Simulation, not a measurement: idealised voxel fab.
The following process module bears the name voxel gate over fins.
Cross-section cut: width 290 nm, square cells of 5 nm.
Cross-section layout: square cells on a grid; listed as bands, top to bottom; a band spans one or more cell rows. Per band: top height and bottom height in nm, followed by the left-to-right materials and their widths in nm; "full width" marks a single material spanning edge to edge, "blank" marks empty space. Heights are measured from 0, the level below which the as-received wafer is all one material; the lowest band has no bottom and continues downward, written as in "0 -> down". A two-number width, for instance "30..40", indicates that the width is equal to the first number in the top row of the band and to the second number in the bottom row, and that it changes by a constant amount per row of cells. Where a step carries "no change", the cross-section came out of it unchanged, cell for cell. Look at "Completely enclosed voids" for the closed voids: empty spaces with no open path to the top, sized 8 cells or up. Each is width x height at distance, distance from the left edge, all nm. Formally, on a step line, whatever follows the settings is a remark that the simulator itself makes on the step. On any step carrying a mask, the "overlay nm" setting, if present on the step's line, tells how far right of its planned place the mask lay; negative values point to the left.

So here's the lineup of process steps we planned:
step 1: op RECEIVE | material Si
step 2: op CONFORMAL_DEP | material SiN | thk nm 5
step 3: op PATTERN | tone cover | mask id FINS | material resist | width nm 15 | pitch nm 35 | thk nm 20 | overlay nm 0
step 4: op DIRECTIONAL_ETCH | etch materials SiN | depth nm 5
step 5: op DIRECTIONAL_ETCH | etch materials Si | depth nm 35
step 6: op STRIP | etch materials resist
step 7: op FILL_DEP | material SiO2 | thk nm 5
step 8: op CMP | height nm 5
step 9: op SELECTIVE_ETCH | etch materials SiO2 | depth nm 20
step 10: op STRIP | etch materials SiN
step 11: op CONFORMAL_DEP | material HfO2 | thk nm 5
step 12: op CONFORMAL_DEP | material TiN | thk nm 5
step 13: op CONFORMAL_DEP | material TiAl | thk nm 5
step 14: op CONFORMAL_DEP | material TiN | thk nm 5
step 15: op FILL_DEP | material W | thk nm 10
step 16: op CMP | height nm 25
step 17: op CONFORMAL_DEP | material SiCN | thk nm 5

Delivered wafer in cross-section: state after step 1:
> 0 -> down = Si full width
> Completely enclosed voids: none

Run as planned - first of the two wafers cross-sectioned at the end of the module:
> 30 -> 25 = SiCN full width
> 25 -> 20 = W full width
> 20 -> 15 = W 80, then TiN 125, then W 85
> 15 -> 10 = W 80, then TiN 5, then TiAl 115, then TiN 5, then W 85
> 10 -> 5 = W 80, then TiN 5, then TiAl 5, then TiN 105, then TiAl 5, then TiN 5, then W 85
> 5 -> 0 = TiN 85, then TiAl 5, then TiN 5, then HfO2 25, then TiN 10, then HfO2 25, then TiN 10, then HfO2 25, then TiN 5, then TiAl 5, then TiN 90
> 0 -> -5 = TiAl 90, then TiN 5, then HfO2 5, then Si 15, then HfO2 5, then TiN 10, then HfO2 5, then Si 15, then HfO2 5, then TiN 10, then HfO2 5, then Si 15, then HfO2 5, then TiN 5, then TiAl 95
> -5 -> -10 = TiN 95, then HfO2 5, then Si 15, then HfO2 5, then TiN 10, then HfO2 5, then Si 15, then HfO2 5, then TiN 10, then HfO2 5, then Si 15, then HfO2 5, then TiN 100
> -10 -> -15 = HfO2 100, then Si 15, then HfO2 20, then Si 15, then HfO2 20, then Si 15, then HfO2 105
> -15 -> -35 = SiO2 100, then Si 15, then SiO2 20, then Si 15, then SiO2 20, then Si 15, then SiO2 105
> -35 -> down = Si full width
> Completely enclosed voids: none

Cross-sectional image of the second wafer of the two following completion of the module. Starting state and process plan were the same as for the first wafer; one execution error occurred:
> 30 -> 25 = SiCN full width
> 25 -> 20 = W full width
> 20 -> 15 = W 80, then TiN 130, then W 80
> 15 -> 10 = W 80, then TiN 5, then TiAl 120, then TiN 5, then W 80
> 10 -> 5 = W 80, then TiN 5, then TiAl 5, then TiN 110, then TiAl 5, then TiN 5, then W 80
> 5 -> 0 = TiN 85, then TiAl 5, then TiN 5, then HfO2 30, then TiN 5, then HfO2 30, then TiN 5, then HfO2 30, then TiN 5, then TiAl 5, then TiN 85
> 0 -> -5 = TiAl 90, then TiN 5, then HfO2 5, then Si 20, then HfO2 5, then TiN 5, then HfO2 5, then Si 20, then HfO2 5, then TiN 5, then HfO2 5, then Si 20, then HfO2 5, then TiN 5, then TiAl 90
> -5 -> -10 = TiN 95, then HfO2 5, then Si 20, then HfO2 5, then TiN 5, then HfO2 5, then Si 20, then HfO2 5, then TiN 5, then HfO2 5, then Si 20, then HfO2 5, then TiN 95
> -10 -> -15 = HfO2 100, then Si 20, then HfO2 15, then Si 20, then HfO2 15, then Si 20, then HfO2 100
> -15 -> -35 = SiO2 100, then Si 20, then SiO2 15, then Si 20, then SiO2 15, then Si 20, then SiO2 100
> -35 -> down = Si full width
> Completely enclosed voids: none
Nonconformance to the process plan: the process deviated at step 3: the operation and settings actually run there were op PATTERN | tone cover | mask id FINS | material resist | width nm 20 | pitch nm 35 | thk nm 20 | overlay nm 0
It is noted that, at the conclusion of processing, the second wafer exhibits a higher or lower cell count for certain materials relative to the first: 21 more of Si, 12 fewer of SiO2, 6 fewer of TiN, 3 fewer of W
